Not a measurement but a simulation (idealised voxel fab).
This section sets out a process module, namely voxel local oxidation.
Section cut is 280 nm wide and gridded with 5 nm square cells.
How to read a cross-section here: the picture is a grid of square cells, written as bands going from the top down, and any band can span one or more rows of cells. For a band, the entry starts with two heights in nm, that of the top and then that of the bottom, and carries on with the band's materials in order from left to right, each alongside its width in nm; the word "everywhere" beside a single material means it fills the band edge to edge, and "blank" means empty space. It should be noted that heights are counted from 0, beneath which the wafer as supplied is of one material throughout, and that the lowest band possesses no lower boundary but continues downward, as written in "z 0 and below". A width such as "30->40" changes by the same amount from each row of cells to the next, from the band's top row to its bottom row. For the purposes of this document, the phrase "nothing different" attached to a step denotes that no cell within the cross-section was modified by that step. "Tabulated closed voids" enumerates empty spaces isolated from the top, with no open way to it, that contain at least 8 cells, giving each as width x height at distance from the left edge, all three in nm. The remark found on a step's line after its settings is issued by the simulator itself and pertains to that step. overlay nm: on a step with a mask, how far right of its planned place the mask lay; negative means left.
# Planned process steps
1. RECEIVE | material Si
2. CONFORMAL_DEP | material SiO2 | thk nm 5
3. CONFORMAL_DEP | material SiN | thk nm 15
4. PATTERN | tone cover | mask id ACTIVE | material resist | width nm 85 | thk nm 15 | overlay nm 0
5. DIRECTIONAL_ETCH | etch materials SiN | depth nm 15
6. STRIP | etch materials resist
7. SELECTIVE_ETCH | etch materials SiO2 | depth nm 5
8. OXIDIZE | depth nm 15
9. STRIP | etch materials SiN
The width nm used in step 4 is not the same on every wafer, whereas the starting condition is; the value printed in the plan is the first wafer's.
# Cross-section of the first of several received wafers, showing its state after step 1
* z 0 and below: Si everywhere
* Tabulated closed voids: none
# Wafer cross-section (first of several) - module end, post step 9 (last step)
* z 5 to 0: 100 blank; 75 SiO2; 105 blank
* z 0 to -15: 115 SiO2; 45 Si; 120 SiO2
* z -15 and below: Si everywhere
* Tabulated closed voids: none
# Final wafer of several, shown in cross-section at the end of the module
* z 5 to 0: 90 blank; 100 SiO2; 90 blank
* z 0 to -15: 105 SiO2; 70 Si; 105 SiO2
* z -15 and below: Si everywhere
* Tabulated closed voids: none
# Every row in this table is a wafer at the end of the module, and it gives, for each of the materials, the cells that wafer has gained (+) or lost (-) since it was received, then its closed voids
width nm 85, -141 Si, +156 SiO2, Tabulated closed voids: none
width nm 90, -138 Si, +154 SiO2, Tabulated closed voids: none
width nm 95, -135 Si, +152 SiO2, Tabulated closed voids: none
width nm 100, -132 Si, +150 SiO2, Tabulated closed voids: none
width nm 105, -129 Si, +148 SiO2, Tabulated closed voids: none
width nm 110, -126 Si, +146 SiO2, Tabulated closed voids: none
